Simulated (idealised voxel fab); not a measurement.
Herein follows the process module entitled voxel transistor to metal.
The figure presents cross-section cut, which has a width of 150 nm and is divided into square cells with an edge length of 5 nm.
A cross-section is written here as square cells arranged in a grid, and it is given in bands from the top down, each band taking up one or more rows of cells. Per band: top height and bottom height in nm, followed by the left-to-right materials and their widths in nm; "full width" marks a single material spanning edge to edge, "air" marks empty space. Where do heights start? At 0: under that level the wafer as delivered is made of one material only. And the lowest band has no floor; it just carries on downward, as in "top 0, no bottom". The notation "30->40" denotes a width that varies across the rows of cells in the band, beginning at the first number in the top row, finishing at the second number in the bottom row, and changing by an identical amount from each row to the next. The designation "remains unaltered", where it is given for a processing step, indicates that no cell of the cross-section was altered in the course of that step. The entry titled "Sealed void inventory" provides the empty spaces that have no open way to the top, restricted to those of 8 cells or more. Each is presented as width x height at distance, the distance being measured from the left edge, with all three in nm. Anything after a step's settings on that line? It's the simulator's own note about the step. A step's line can hold "overlay nm"; with a mask on that step, the setting says how far right of the planned place the mask lay, while a negative setting says it lay to the left. What follows is a series of pairs. Each pair shows a cross-section before one process step and the cross-section after it, and the after view is drawn only down to the lowest band that changed. Beneath each pair is the step that lies between the two, with its settings. Pairs may come from different runs of this module on the same starting wafer, so a pair continues from the one above it only where its entry headed "State before step" says so.

State before step:
top 0, no bottom: Si full width
Sealed void inventory: none

Sectional Result:
top 0, bottom -5: SiO2 full width
Anything lower than -5 is untouched.
Sealed void inventory: none
Step applied between the pre-step and post-step cross-sections shown above: OXIDIZE, depth nm 5

State before step: cross-section not repeated; it is the one shown after the step in the pair just above.

Sectional Result:
top 15, bottom 0: SiN full width
Anything lower than 0 is untouched.
Sealed void inventory: none
Step applied between the pre-step and post-step cross-sections shown above: CONFORMAL_DEP, material SiN, thk nm 15

State before step: cross-section not repeated; it is the one shown after the step in the pair just above.

Sectional Result:
top 30, bottom 15: aC full width
Anything lower than 15 is untouched.
Sealed void inventory: none
Step applied between the pre-step and post-step cross-sections shown above: DIRECTIONAL_DEP, material aC, thk nm 15

State before step: cross-section not repeated; it is the one shown after the step in the pair just above.

Sectional Result:
top 60, bottom 30: 25 of air, then 95 of resist, then 30 of air
Anything lower than 30 is untouched.
Sealed void inventory: none
Step applied between the pre-step and post-step cross-sections shown above: PATTERN, tone cover, mask id ACTIVE, material resist, width nm 95, thk nm 30, overlay nm 0

State before step: cross-section not repeated; it is the one shown after the step in the pair just above.

Sectional Result:
top 45, bottom 30: 25 of air, then 95 of resist, then 30 of air
top 30, bottom 15: 25 of air, then 95 of aC, then 30 of air
Anything lower than 15 is untouched.
Sealed void inventory: none
Step applied between the pre-step and post-step cross-sections shown above: DIRECTIONAL_ETCH, etch materials aC, depth nm 15

State before step: cross-section not repeated; it is the one shown after the step in the pair just above.

Sectional Result:
top 30, bottom 15: 25 of air, then 95 of aC, then 30 of air
Anything lower than 15 is untouched.
Sealed void inventory: none
Step applied between the pre-step and post-step cross-sections shown above: STRIP, etch materials resist

State before step: cross-section not repeated; it is the one shown after the step in the pair just above.

Sectional Result:
top 30, bottom 15: 25 of air, then 95 of aC, then 30 of air
top 15, bottom 0: 25 of air, then 95 of SiN, then 30 of air
Anything lower than 0 is untouched.
Sealed void inventory: none
Step applied between the pre-step and post-step cross-sections shown above: DIRECTIONAL_ETCH, etch materials SiN, depth nm 15

State before step: cross-section not repeated; it is the one shown after the step in the pair just above.

Sectional Result:
top 30, bottom 15: 25 of air, then 95 of aC, then 30 of air
top 15, bottom 0: 25 of air, then 95 of SiN, then 30 of air
top 0, bottom -5: 25 of air, then 95 of SiO2, then 30 of air
Anything lower than -5 is untouched.
Sealed void inventory: none
Step applied between the pre-step and post-step cross-sections shown above: DIRECTIONAL_ETCH, etch materials SiO2, depth nm 5

State before step: cross-section not repeated; it is the one shown after the step in the pair just above.

Sectional Result:
top 30, bottom 15: 25 of air, then 95 of aC, then 30 of air
top 15, bottom 0: 25 of air, then 95 of SiN, then 30 of air
top 0, bottom -5: 25 of air, then 95 of SiO2, then 30 of air
top -5, bottom -40: 25 of air, then 95 of Si, then 30 of air
Anything lower than -40 is untouched.
Sealed void inventory: none
Step applied between the pre-step and post-step cross-sections shown above: DIRECTIONAL_ETCH, etch materials Si, depth nm 35

State before step: cross-section not repeated; it is the one shown after the step in the pair just above.

Sectional Result:
top 15, bottom 0: 25 of air, then 95 of SiN, then 30 of air
Anything lower than 0 is untouched.
Sealed void inventory: none
Step applied between the pre-step and post-step cross-sections shown above: STRIP, etch materials aC

State before step: cross-section not repeated; it is the one shown after the step in the pair just above.

Sectional Result:
top 15, bottom 0: 25 of air, then 95 of SiN, then 30 of air
top 0, bottom -5: 25 of air, then 95 of SiO2, then 30 of air
top -5, bottom -40: 25 of air, then 5 of SiO2, then 85 of Si, then 5 of SiO2, then 30 of air
top -40, bottom -45: 30 of SiO2, then 85 of Si, then 35 of SiO2
Anything lower than -45 is untouched.
Sealed void inventory: none
Step applied between the pre-step and post-step cross-sections shown above: OXIDIZE, depth nm 5

State before step: cross-section not repeated; it is the one shown after the step in the pair just above.

Sectional Result:
top 20, bottom 15: SiO2 full width
top 15, bottom 0: 25 of SiO2, then 95 of SiN, then 30 of SiO2
top 0, bottom -5: SiO2 full width
top -5, bottom -45: 30 of SiO2, then 85 of Si, then 35 of SiO2
Anything lower than -45 is untouched.
Sealed void inventory: none
Step applied between the pre-step and post-step cross-sections shown above: FILL_DEP, material SiO2, thk nm 5

State before step: cross-section not repeated; it is the one shown after the step in the pair just above.

Sectional Result:
top 15, bottom 0: 25 of SiO2, then 95 of SiN, then 30 of SiO2
Anything lower than 0 is untouched.
Sealed void inventory: none
Step applied between the pre-step and post-step cross-sections shown above: CMP, height nm 15

State before step: cross-section not repeated; it is the one shown after the step in the pair just above.

Sectional Result:
top 15, bottom 10: 25 of air, then 95 of SiN, then 30 of air
Anything lower than 10 is untouched.
Sealed void inventory: none
Step applied between the pre-step and post-step cross-sections shown above: SELECTIVE_ETCH, etch materials SiO2, depth nm 5

State before step: cross-section not repeated; it is the one shown after the step in the pair just above.

Sectional Result:
top 10, bottom 0: 25 of SiO2, then 95 of air, then 30 of SiO2
Anything lower than 0 is untouched.
Sealed void inventory: none
Step applied between the pre-step and post-step cross-sections shown above: STRIP, etch materials SiN

State before step: cross-section not repeated; it is the one shown after the step in the pair just above.

Sectional Result:
top 5, bottom -5: 20 of SiO2, then 105 of air, then 25 of SiO2
Anything lower than -5 is untouched.
Sealed void inventory: none
Step applied between the pre-step and post-step cross-sections shown above: SELECTIVE_ETCH, etch materials SiO2, depth nm 5

State before step: cross-section not repeated; it is the one shown after the step in the pair just above.

Sectional Result:
top 5, bottom -5: 20 of SiO2, then 105 of air, then 25 of SiO2
top -5, bottom -10: SiO2 full width
Anything lower than -10 is untouched.
Sealed void inventory: none
Step applied between the pre-step and post-step cross-sections shown above: OXIDIZE, depth nm 5

State before step: cross-section not repeated; it is the one shown after the step in the pair just above.

Sectional Result:
top 30, bottom 20: 20 of polySi, then 105 of air, then 25 of polySi
top 20, bottom 5: polySi full width
top 5, bottom -5: 20 of SiO2, then 105 of polySi, then 25 of SiO2
Anything lower than -5 is untouched.
Sealed void inventory: none
Step applied between the pre-step and post-step cross-sections shown above: DIRECTIONAL_DEP, material polySi, thk nm 25

State before step: cross-section not repeated; it is the one shown after the step in the pair just above.

Sectional Result:
top 45, bottom 35: 20 of SiCN, then 105 of air, then 25 of SiCN
top 35, bottom 30: SiCN full width
top 30, bottom 20: 20 of polySi, then 105 of SiCN, then 25 of polySi
Anything lower than 20 is untouched.
Sealed void inventory: none
Step applied between the pre-step and post-step cross-sections shown above: DIRECTIONAL_DEP, material SiCN, thk nm 15

State before step: cross-section not repeated; it is the one shown after the step in the pair just above.

Sectional Result:
top 55, bottom 45: 20 of aC, then 105 of air, then 25 of aC
top 45, bottom 35: 20 of SiCN, then 105 of aC, then 25 of SiCN
Anything lower than 35 is untouched.
Sealed void inventory: none
Step applied between the pre-step and post-step cross-sections shown above: DIRECTIONAL_DEP, material aC, thk nm 10

State before step: cross-section not repeated; it is the one shown after the step in the pair just above.

Sectional Result:
top 85, bottom 55: 65 of air, then 15 of resist, then 70 of air
top 55, bottom 45: 20 of aC, then 45 of air, then 15 of resist, then 45 of air, then 25 of aC
Anything lower than 45 is untouched.
Sealed void inventory: none
Step applied between the pre-step and post-step cross-sections shown above: PATTERN, tone cover, mask id GATE, material resist, width nm 15, thk nm 30, overlay nm 0

State before step: cross-section not repeated; it is the one shown after the step in the pair just above.

Sectional Result:
top 75, bottom 45: 65 of air, then 15 of resist, then 70 of air
top 45, bottom 35: 20 of SiCN, then 45 of air, then 15 of aC, then 45 of air, then 25 of SiCN
Anything lower than 35 is untouched.
Sealed void inventory: none
Step applied between the pre-step and post-step cross-sections shown above: DIRECTIONAL_ETCH, etch materials aC, depth nm 10

State before step: cross-section not repeated; it is the one shown after the step in the pair just above.

Sectional Result:
top 45, bottom 35: 20 of SiCN, then 45 of air, then 15 of aC, then 45 of air, then 25 of SiCN
Anything lower than 35 is untouched.
Sealed void inventory: none
Step applied between the pre-step and post-step cross-sections shown above: STRIP, etch materials resist

State before step: cross-section not repeated; it is the one shown after the step in the pair just above.

Sectional Result:
top 45, bottom 35: 65 of air, then 15 of aC, then 70 of air
top 35, bottom 30: 65 of air, then 15 of SiCN, then 70 of air
top 30, bottom 20: 20 of polySi, then 45 of air, then 15 of SiCN, then 45 of air, then 25 of polySi
Anything lower than 20 is untouched.
Sealed void inventory: none
Step applied between the pre-step and post-step cross-sections shown above: DIRECTIONAL_ETCH, etch materials SiCN, depth nm 25

State before step: cross-section not repeated; it is the one shown after the step in the pair just above.

Sectional Result:
top 45, bottom 35: 65 of air, then 15 of aC, then 70 of air
top 35, bottom 20: 65 of air, then 15 of SiCN, then 70 of air
top 20, bottom 5: 65 of air, then 15 of polySi, then 70 of air
top 5, bottom -5: 20 of SiO2, then 45 of air, then 15 of polySi, then 45 of air, then 25 of SiO2
Anything lower than -5 is untouched.
Sealed void inventory: none
Step applied between the pre-step and post-step cross-sections shown above: DIRECTIONAL_ETCH, etch materials polySi, depth nm 35

State before step: cross-section not repeated; it is the one shown after the step in the pair just above.

Sectional Result:
top 35, bottom 20: 65 of air, then 15 of SiCN, then 70 of air
Anything lower than 20 is untouched.
Sealed void inventory: none
Step applied between the pre-step and post-step cross-sections shown above: STRIP, etch materials aC

State before step: cross-section not repeated; it is the one shown after the step in the pair just above.

Sectional Result:
top 40, bottom 35: 60 of air, then 25 of SiO2, then 65 of air
top 35, bottom 20: 60 of air, then 5 of SiO2, then 15 of SiCN, then 5 of SiO2, then 65 of air
top 20, bottom 10: 60 of air, then 5 of SiO2, then 15 of polySi, then 5 of SiO2, then 65 of air
top 10, bottom 0: 25 of SiO2, then 35 of air, then 5 of SiO2, then 15 of polySi, then 5 of SiO2, then 35 of air, then 30 of SiO2
top 0, bottom -5: 65 of SiO2, then 15 of polySi, then 70 of SiO2
Anything lower than -5 is untouched.
Sealed void inventory: none
Step applied between the pre-step and post-step cross-sections shown above: CONFORMAL_DEP, material SiO2, thk nm 5

State before step: cross-section not repeated; it is the one shown after the step in the pair just above.

Sectional Result:
top 35, bottom 20: 60 of air, then 5 of SiO2, then 15 of SiCN, then 5 of SiO2, then 65 of air
top 20, bottom 5: 60 of air, then 5 of SiO2, then 15 of polySi, then 5 of SiO2, then 65 of air
top 5, bottom -5: 25 of SiO2, then 35 of air, then 5 of SiO2, then 15 of polySi, then 5 of SiO2, then 35 of air, then 30 of SiO2
Anything lower than -5 is untouched.
Sealed void inventory: none
Step applied between the pre-step and post-step cross-sections shown above: DIRECTIONAL_ETCH, etch materials SiO2, depth nm 5

State before step: cross-section not repeated; it is the one shown after the step in the pair just above.

Sectional Result:
top 45, bottom 35: 50 of air, then 45 of SiN, then 55 of air
top 35, bottom 20: 50 of air, then 10 of SiN, then 5 of SiO2, then 15 of SiCN, then 5 of SiO2, then 10 of SiN, then 55 of air
top 20, bottom 15: 50 of air, then 10 of SiN, then 5 of SiO2, then 15 of polySi, then 5 of SiO2, then 10 of SiN, then 55 of air
top 15, bottom 5: 35 of SiN, then 15 of air, then 10 of SiN, then 5 of SiO2, then 15 of polySi, then 5 of SiO2, then 10 of SiN, then 15 of air, then 40 of SiN
top 5, bottom -5: 25 of SiO2, then 35 of SiN, then 5 of SiO2, then 15 of polySi, then 5 of SiO2, then 35 of SiN, then 30 of SiO2
Anything lower than -5 is untouched.
Sealed void inventory: none
Step applied between the pre-step and post-step cross-sections shown above: CONFORMAL_DEP, material SiN, thk nm 10

State before step: cross-section not repeated; it is the one shown after the step in the pair just above.

Sectional Result:
top 35, bottom 20: 50 of air, then 10 of SiN, then 5 of SiO2, then 15 of SiCN, then 5 of SiO2, then 10 of SiN, then 55 of air
top 20, bottom 5: 50 of air, then 10 of SiN, then 5 of SiO2, then 15 of polySi, then 5 of SiO2, then 10 of SiN, then 55 of air
top 5, bottom -5: 25 of SiO2, then 10 of SiN, then 15 of air, then 10 of SiN, then 5 of SiO2, then 15 of polySi, then 5 of SiO2, then 10 of SiN, then 15 of air, then 10 of SiN, then 30 of SiO2
Anything lower than -5 is untouched.
Sealed void inventory: none
Step applied between the pre-step and post-step cross-sections shown above: DIRECTIONAL_ETCH, etch materials SiN, depth nm 10

State before step: cross-section not repeated; it is the one shown after the step in the pair just above.

Sectional Result:
top 35, bottom 30: 50 of air, then 10 of SiN, then 5 of air, then 15 of SiCN, then 5 of air, then 10 of SiN, then 55 of air
top 30, bottom 20: 50 of air, then 10 of SiN, then 5 of SiO2, then 15 of SiCN, then 5 of SiO2, then 10 of SiN, then 55 of air
top 20, bottom 5: 50 of air, then 10 of SiN, then 5 of SiO2, then 15 of polySi, then 5 of SiO2, then 10 of SiN, then 55 of air
top 5, bottom 0: 25 of air, then 10 of SiN, then 15 of air, then 10 of SiN, then 5 of SiO2, then 15 of polySi, then 5 of SiO2, then 10 of SiN, then 15 of air, then 10 of SiN, then 30 of air
top 0, bottom -5: 25 of SiO2, then 10 of SiN, then 15 of air, then 10 of SiN, then 5 of SiO2, then 15 of polySi, then 5 of SiO2, then 10 of SiN, then 15 of air, then 10 of SiN, then 30 of SiO2
top -5, bottom -10: 35 of SiO2, then 15 of air, then 45 of SiO2, then 15 of air, then 40 of SiO2
Anything lower than -10 is untouched.
Sealed void inventory: none
Step applied between the pre-step and post-step cross-sections shown above: DIRECTIONAL_ETCH, etch materials SiO2, depth nm 5

State before step: cross-section not repeated; it is the one shown after the step in the pair just above.

Sectional Result:
top 35, bottom 30: 50 of air, then 10 of SiN, then 5 of air, then 15 of SiCN, then 5 of air, then 10 of SiN, then 55 of air
top 30, bottom 20: 50 of air, then 10 of SiN, then 5 of SiO2, then 15 of SiCN, then 5 of SiO2, then 10 of SiN, then 55 of air
top 20, bottom 5: 50 of air, then 10 of SiN, then 5 of SiO2, then 15 of polySi, then 5 of SiO2, then 10 of SiN, then 55 of air
top 5, bottom 0: 25 of air, then 10 of SiN, then 15 of air, then 10 of SiN, then 5 of SiO2, then 15 of polySi, then 5 of SiO2, then 10 of SiN, then 15 of air, then 10 of SiN, then 30 of air
top 0, bottom -5: 25 of SiO2, then 10 of SiN, then 15 of air, then 10 of SiN, then 5 of SiO2, then 15 of polySi, then 5 of SiO2, then 10 of SiN, then 15 of air, then 10 of SiN, then 30 of SiO2
top -5, bottom -10: 35 of SiO2, then 15 of SiGe, then 45 of SiO2, then 15 of SiGe, then 40 of SiO2
Anything lower than -10 is untouched.
Sealed void inventory: none
Step applied between the pre-step and post-step cross-sections shown above: EPI, material SiGe, thk nm 5

State before step: cross-section not repeated; it is the one shown after the step in the pair just above.

Sectional Result:
top 45, bottom 35: SiO2 full width
top 35, bottom 20: 50 of SiO2, then 10 of SiN, then 5 of SiO2, then 15 of SiCN, then 5 of SiO2, then 10 of SiN, then 55 of SiO2
top 20, bottom 5: 50 of SiO2, then 10 of SiN, then 5 of SiO2, then 15 of polySi, then 5 of SiO2, then 10 of SiN, then 55 of SiO2
top 5, bottom -5: 25 of SiO2, then 10 of SiN, then 15 of SiO2, then 10 of SiN, then 5 of SiO2, then 15 of polySi, then 5 of SiO2, then 10 of SiN, then 15 of SiO2, then 10 of SiN, then 30 of SiO2
Anything lower than -5 is untouched.
Sealed void inventory: none
Step applied between the pre-step and post-step cross-sections shown above: FILL_DEP, material SiO2, thk nm 10

State before step: cross-section not repeated; it is the one shown after the step in the pair just above.

Sectional Result:
top 35, bottom 20: 50 of SiO2, then 10 of SiN, then 5 of SiO2, then 15 of SiCN, then 5 of SiO2, then 10 of SiN, then 55 of SiO2
Anything lower than 20 is untouched.
Sealed void inventory: none
Step applied between the pre-step and post-step cross-sections shown above: CMP, height nm 35

State before step: cross-section not repeated; it is the one shown after the step in the pair just above.

Sectional Result:
top 50, bottom 35: SiO2 full width
Anything lower than 35 is untouched.
Sealed void inventory: none
Step applied between the pre-step and post-step cross-sections shown above: DIRECTIONAL_DEP, material SiO2, thk nm 15

State before step: cross-section not repeated; it is the one shown after the step in the pair just above.

Sectional Result:
top 50, bottom 35: 30 of SiO2, then 30 of air, then 25 of SiO2, then 30 of air, then 35 of SiO2
top 35, bottom 20: 30 of SiO2, then 20 of air, then 10 of SiN, then 5 of SiO2, then 15 of SiCN, then 5 of SiO2, then 10 of SiN, then 20 of air, then 35 of SiO2
top 20, bottom 5: 30 of SiO2, then 20 of air, then 10 of SiN, then 5 of SiO2, then 15 of polySi, then 5 of SiO2, then 10 of SiN, then 20 of air, then 35 of SiO2
top 5, bottom -5: 25 of SiO2, then 10 of SiN, then 15 of air, then 10 of SiN, then 5 of SiO2, then 15 of polySi, then 5 of SiO2, then 10 of SiN, then 15 of air, then 10 of SiN, then 30 of SiO2
Anything lower than -5 is untouched.
Sealed void inventory: none
Step applied between the pre-step and post-step cross-sections shown above: MASKED_ETCH, tone open, mask id CONTACT, width nm 30, pitch nm 55, etch materials SiO2, depth nm 55, overlay nm 0

State before step: cross-section not repeated; it is the one shown after the step in the pair just above.

Sectional Result:
top 55, bottom 50: 35 of TiN, then 20 of air, then 35 of TiN, then 20 of air, then 40 of TiN
top 50, bottom 40: 30 of SiO2, then 5 of TiN, then 20 of air, then 5 of TiN, then 25 of SiO2, then 5 of TiN, then 20 of air, then 5 of TiN, then 35 of SiO2
top 40, bottom 35: 30 of SiO2, then 5 of TiN, then 10 of air, then 15 of TiN, then 25 of SiO2, then 15 of TiN, then 10 of air, then 5 of TiN, then 35 of SiO2
top 35, bottom 20: 30 of SiO2, then 5 of TiN, then 10 of air, then 5 of TiN, then 10 of SiN, then 5 of SiO2, then 15 of SiCN, then 5 of SiO2, then 10 of SiN, then 5 of TiN, then 10 of air, then 5 of TiN, then 35 of SiO2
top 20, bottom 10: 30 of SiO2, then 5 of TiN, then 10 of air, then 5 of TiN, then 10 of SiN, then 5 of SiO2, then 15 of polySi, then 5 of SiO2, then 10 of SiN, then 5 of TiN, then 10 of air, then 5 of TiN, then 35 of SiO2
top 10, bottom 5: 30 of SiO2, then 10 of TiN, then 5 of air, then 5 of TiN, then 10 of SiN, then 5 of SiO2, then 15 of polySi, then 5 of SiO2, then 10 of SiN, then 5 of TiN, then 5 of air, then 10 of TiN, then 35 of SiO2
top 5, bottom 0: 25 of SiO2, then 10 of SiN, then 5 of TiN, then 5 of air, then 5 of TiN, then 10 of SiN, then 5 of SiO2, then 15 of polySi, then 5 of SiO2, then 10 of SiN, then 5 of TiN, then 5 of air, then 5 of TiN, then 10 of SiN, then 30 of SiO2
top 0, bottom -5: 25 of SiO2, then 10 of SiN, then 15 of TiN, then 10 of SiN, then 5 of SiO2, then 15 of polySi, then 5 of SiO2, then 10 of SiN, then 15 of TiN, then 10 of SiN, then 30 of SiO2
Anything lower than -5 is untouched.
Sealed void inventory: none
Step applied between the pre-step and post-step cross-sections shown above: CONFORMAL_DEP, material TiN, thk nm 5

State before step: cross-section not repeated; it is the one shown after the step in the pair just above.

Sectional Result:
top 60, bottom 55: W full width
top 55, bottom 50: 35 of TiN, then 20 of W, then 35 of TiN, then 20 of W, then 40 of TiN
top 50, bottom 40: 30 of SiO2, then 5 of TiN, then 20 of W, then 5 of TiN, then 25 of SiO2, then 5 of TiN, then 20 of W, then 5 of TiN, then 35 of SiO2
top 40, bottom 35: 30 of SiO2, then 5 of TiN, then 10 of W, then 15 of TiN, then 25 of SiO2, then 15 of TiN, then 10 of W, then 5 of TiN, then 35 of SiO2
top 35, bottom 20: 30 of SiO2, then 5 of TiN, then 10 of W, then 5 of TiN, then 10 of SiN, then 5 of SiO2, then 15 of SiCN, then 5 of SiO2, then 10 of SiN, then 5 of TiN, then 10 of W, then 5 of TiN, then 35 of SiO2
top 20, bottom 10: 30 of SiO2, then 5 of TiN, then 10 of W, then 5 of TiN, then 10 of SiN, then 5 of SiO2, then 15 of polySi, then 5 of SiO2, then 10 of SiN, then 5 of TiN, then 10 of W, then 5 of TiN, then 35 of SiO2
top 10, bottom 5: 30 of SiO2, then 10 of TiN, then 5 of W, then 5 of TiN, then 10 of SiN, then 5 of SiO2, then 15 of polySi, then 5 of SiO2, then 10 of SiN, then 5 of TiN, then 5 of W, then 10 of TiN, then 35 of SiO2
top 5, bottom 0: 25 of SiO2, then 10 of SiN, then 5 of TiN, then 5 of W, then 5 of TiN, then 10 of SiN, then 5 of SiO2, then 15 of polySi, then 5 of SiO2, then 10 of SiN, then 5 of TiN, then 5 of W, then 5 of TiN, then 10 of SiN, then 30 of SiO2
Anything lower than 0 is untouched.
Sealed void inventory: none
Step applied between the pre-step and post-step cross-sections shown above: FILL_DEP, material W, thk nm 5

State before step: cross-section not repeated; it is the one shown after the step in the pair just above.

Sectional Result:
top 50, bottom 40: 30 of SiO2, then 5 of TiN, then 20 of W, then 5 of TiN, then 25 of SiO2, then 5 of TiN, then 20 of W, then 5 of TiN, then 35 of SiO2
Anything lower than 40 is untouched.
Sealed void inventory: none
Step applied between the pre-step and post-step cross-sections shown above: CMP, height nm 50

State before step: cross-section not repeated; it is the one shown after the step in the pair just above.

Sectional Result:
top 55, bottom 50: SiN full width
Anything lower than 50 is untouched.
Sealed void inventory: none
Step applied between the pre-step and post-step cross-sections shown above: CONFORMAL_DEP, material SiN, thk nm 5

State before step: cross-section not repeated; it is the one shown after the step in the pair just above.

Sectional Result:
top 70, bottom 55: lowk full width
Anything lower than 55 is untouched.
Sealed void inventory: none
Step applied between the pre-step and post-step cross-sections shown above: DIRECTIONAL_DEP, material lowk, thk nm 15

State before step: cross-section not repeated; it is the one shown after the step in the pair just above.

Sectional Result:
top 70, bottom 55: 30 of lowk, then 15 of air, then 55 of lowk, then 15 of air, then 35 of lowk
Anything lower than 55 is untouched.
Sealed void inventory: none
Step applied between the pre-step and post-step cross-sections shown above: MASKED_ETCH, tone open, mask id METAL_1, width nm 15, pitch nm 70, etch materials lowk, depth nm 15, overlay nm 0

State before step: cross-section not repeated; it is the one shown after the step in the pair just above.

Sectional Result:
top 70, bottom 55: 30 of lowk, then 15 of air, then 55 of lowk, then 15 of air, then 35 of lowk
top 55, bottom 50: 30 of SiN, then 15 of air, then 55 of SiN, then 15 of air, then 35 of SiN
Anything lower than 50 is untouched.
Sealed void inventory: none
Step applied between the pre-step and post-step cross-sections shown above: MASKED_ETCH, tone open, mask id METAL_1, width nm 15, pitch nm 70, etch materials SiN, depth nm 5, overlay nm 0

State before step: cross-section not repeated; it is the one shown after the step in the pair just above.

Sectional Result:
top 75, bottom 70: 35 of TiN, then 5 of air, then 65 of TiN, then 5 of air, then 40 of TiN
top 70, bottom 55: 30 of lowk, then 5 of TiN, then 5 of air, then 5 of TiN, then 55 of lowk, then 5 of TiN, then 5 of air, then 5 of TiN, then 35 of lowk
top 55, bottom 50: 30 of SiN, then 15 of TiN, then 55 of SiN, then 15 of TiN, then 35 of SiN
Anything lower than 50 is untouched.
Sealed void inventory: none
Step applied between the pre-step and post-step cross-sections shown above: CONFORMAL_DEP, material TiN, thk nm 5

State before step: cross-section not repeated; it is the one shown after the step in the pair just above.

Sectional Result:
top 80, bottom 75: Cu full width
top 75, bottom 70: 35 of TiN, then 5 of Cu, then 65 of TiN, then 5 of Cu, then 40 of TiN
top 70, bottom 55: 30 of lowk, then 5 of TiN, then 5 of Cu, then 5 of TiN, then 55 of lowk, then 5 of TiN, then 5 of Cu, then 5 of TiN, then 35 of lowk
Anything lower than 55 is untouched.
Sealed void inventory: none
Step applied between the pre-step and post-step cross-sections shown above: FILL_DEP, material Cu, thk nm 5

State before step: cross-section not repeated; it is the one shown after the step in the pair just above.

Sectional Result:
top 70, bottom 55: 30 of lowk, then 5 of TiN, then 5 of Cu, then 5 of TiN, then 55 of lowk, then 5 of TiN, then 5 of Cu, then 5 of TiN, then 35 of lowk
Anything lower than 55 is untouched.
Sealed void inventory: none
Step applied between the pre-step and post-step cross-sections shown above: CMP, height nm 70

State before step: cross-section not repeated; it is the one shown after the step in the pair just above.

Sectional Result:
top 75, bottom 70: SiCN full width
Anything lower than 70 is untouched.
Sealed void inventory: none
Step applied between the pre-step and post-step cross-sections shown above: CONFORMAL_DEP, material SiCN, thk nm 5

State before step:
top 35, bottom 20: 60 of air, then 5 of SiO2, then 15 of SiCN, then 5 of SiO2, then 65 of air
top 20, bottom 5: 60 of air, then 5 of SiO2, then 15 of polySi, then 5 of SiO2, then 65 of air
top 5, bottom -5: 25 of SiO2, then 35 of air, then 5 of SiO2, then 15 of polySi, then 5 of SiO2, then 35 of air, then 30 of SiO2
top -5, bottom -10: SiO2 full width
top -10, bottom -45: 30 of SiO2, then 85 of Si, then 35 of SiO2
top -45, no bottom: Si full width
Sealed void inventory: none

Sectional Result:
top 35, bottom 30: 65 of air, then 15 of SiCN, then 70 of air
top 30, bottom 20: 60 of air, then 5 of SiO2, then 15 of SiCN, then 5 of SiO2, then 65 of air
top 20, bottom 0: 60 of air, then 5 of SiO2, then 15 of polySi, then 5 of SiO2, then 65 of air
top 0, bottom -5: 25 of SiO2, then 35 of air, then 5 of SiO2, then 15 of polySi, then 5 of SiO2, then 35 of air, then 30 of SiO2
top -5, bottom -10: 25 of SiO2, then 35 of air, then 25 of SiO2, then 35 of air, then 30 of SiO2
Anything lower than -10 is untouched.
Sealed void inventory: none
Step applied between the pre-step and post-step cross-sections shown above: DIRECTIONAL_ETCH, etch materials SiO2, depth nm 5

State before step: cross-section not repeated; it is the one shown after the step in the pair just above.

Sectional Result:
top 35, bottom 30: 65 of air, then 15 of SiCN, then 70 of air
top 30, bottom 20: 60 of air, then 5 of SiO2, then 15 of SiCN, then 5 of SiO2, then 65 of air
top 20, bottom 0: 60 of air, then 5 of SiO2, then 15 of polySi, then 5 of SiO2, then 65 of air
top 0, bottom -5: 25 of SiO2, then 35 of air, then 5 of SiO2, then 15 of polySi, then 5 of SiO2, then 35 of air, then 30 of SiO2
top -5, bottom -10: 25 of SiO2, then 35 of SiGe, then 25 of SiO2, then 35 of SiGe, then 30 of SiO2
Anything lower than -10 is untouched.
Sealed void inventory: none
Step applied between the pre-step and post-step cross-sections shown above: EPI, material SiGe, thk nm 5

State before step: cross-section not repeated; it is the one shown after the step in the pair just above.

Sectional Result:
top 45, bottom 35: SiO2 full width
top 35, bottom 20: 65 of SiO2, then 15 of SiCN, then 70 of SiO2
top 20, bottom -5: 65 of SiO2, then 15 of polySi, then 70 of SiO2
Anything lower than -5 is untouched.
Sealed void inventory: none
Step applied between the pre-step and post-step cross-sections shown above: FILL_DEP, material SiO2, thk nm 10

State before step: cross-section not repeated; it is the one shown after the step in the pair just above.

Sectional Result:
top 35, bottom 20: 65 of SiO2, then 15 of SiCN, then 70 of SiO2
Anything lower than 20 is untouched.
Sealed void inventory: none
Step applied between the pre-step and post-step cross-sections shown above: CMP, height nm 35

State before step: cross-section not repeated; it is the one shown after the step in the pair just above.

Sectional Result:
top 50, bottom 35: SiO2 full width
Anything lower than 35 is untouched.
Sealed void inventory: none
Step applied between the pre-step and post-step cross-sections shown above: DIRECTIONAL_DEP, material SiO2, thk nm 15

State before step: cross-section not repeated; it is the one shown after the step in the pair just above.

Sectional Result:
top 50, bottom 35: 30 of SiO2, then 30 of air, then 25 of SiO2, then 30 of air, then 35 of SiO2
top 35, bottom 20: 30 of SiO2, then 30 of air, then 5 of SiO2, then 15 of SiCN, then 5 of SiO2, then 30 of air, then 35 of SiO2
top 20, bottom -5: 30 of SiO2, then 30 of air, then 5 of SiO2, then 15 of polySi, then 5 of SiO2, then 30 of air, then 35 of SiO2
Anything lower than -5 is untouched.
Sealed void inventory: none
Step applied between the pre-step and post-step cross-sections shown above: MASKED_ETCH, tone open, mask id CONTACT, width nm 30, pitch nm 55, etch materials SiO2, depth nm 55, overlay nm 0

State before step: cross-section not repeated; it is the one shown after the step in the pair just above.

Sectional Result:
top 55, bottom 50: 35 of TiN, then 20 of air, then 35 of TiN, then 20 of air, then 40 of TiN
top 50, bottom 35: 30 of SiO2, then 5 of TiN, then 20 of air, then 5 of TiN, then 25 of SiO2, then 5 of TiN, then 20 of air, then 5 of TiN, then 35 of SiO2
top 35, bottom 20: 30 of SiO2, then 5 of TiN, then 20 of air, then 5 of TiN, then 5 of SiO2, then 15 of SiCN, then 5 of SiO2, then 5 of TiN, then 20 of air, then 5 of TiN, then 35 of SiO2
top 20, bottom 0: 30 of SiO2, then 5 of TiN, then 20 of air, then 5 of TiN, then 5 of SiO2, then 15 of polySi, then 5 of SiO2, then 5 of TiN, then 20 of air, then 5 of TiN, then 35 of SiO2
top 0, bottom -5: 30 of SiO2, then 30 of TiN, then 5 of SiO2, then 15 of polySi, then 5 of SiO2, then 30 of TiN, then 35 of SiO2
Anything lower than -5 is untouched.
Sealed void inventory: none
Step applied between the pre-step and post-step cross-sections shown above: CONFORMAL_DEP, material TiN, thk nm 5
